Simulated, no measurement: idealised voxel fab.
This section sets out a process module, namely voxel local oxidation.
Xsec cut, 280 nm wide, square cell size 5 nm.
Cross-sections here: square-cell grids, written as top-down lists of bands, a band being one or more rows of cells.
What a band's entry tells you: where the top is and where the bottom is, as heights in nm, and after that what lies inside, material by material from left to right, each with its width in nm. Empty space is written as the word "blank", and a single material marked with the word "edge to edge" occupies the band from edge to edge.
Note: height 0 marks the level under which the wafer is uniformly one material as received. Lowest band unbounded below, written "0 nm and below".
Width "30..40": first value at the band's top row of cells, second value at its bottom row, equal change from row to row.
Given "identical to before" for a step, no cell of the cross-section differs between before and after that step.
Closed void list: empty space of 8 cells or more with no open way to the top, each as width x height at its distance from the left edge, in nm
It should be noted that, on the line of a given step, the content following the step's settings is a remark produced by the simulator itself with respect to that step.
The setting "overlay nm" may be written on the line of a step. When the step uses a mask, the value reports how far to the right of the planned place the mask lay, and a negative value reports that it lay to the left.

THE PROCESS STEPS THAT WERE PLANNED ARE LISTED BELOW
1,RECEIVE: material Si
2,CONFORMAL_DEP: material SiO2, thk nm 5
3,CONFORMAL_DEP: material SiN, thk nm 10
4,DIRECTIONAL_DEP: material aC, thk nm 15
5,PATTERN: tone cover, mask id ACTIVE, material resist, width nm 90, thk nm 35, overlay nm 0
6,DIRECTIONAL_ETCH: etch materials aC, depth nm 15
7,STRIP: etch materials resist
8,DIRECTIONAL_ETCH: etch materials SiN, depth nm 10
9,STRIP: etch materials aC
10,SELECTIVE_ETCH: etch materials SiO2, depth nm 5
11,OXIDIZE: depth nm 15
12,STRIP: etch materials SiN

CROSS-SECTION: WAFER ON ARRIVAL = AFTER STEP 1
	0 nm and below: Si edge to edge
	Closed void list: none

FINAL WAFER PROFILE IN CROSS-SECTION AFTER THE MODULE, FROM THE SAME START AND PLAN AS ABOVE, WITH ONE MISTAKE MADE DURING PROCESSING
	0 nm to -15 nm: SiO2 (110), then Si (60), then SiO2 (110)
	-15 nm and below: Si edge to edge
	Closed void list: none
Run error: plan step 2 skipped
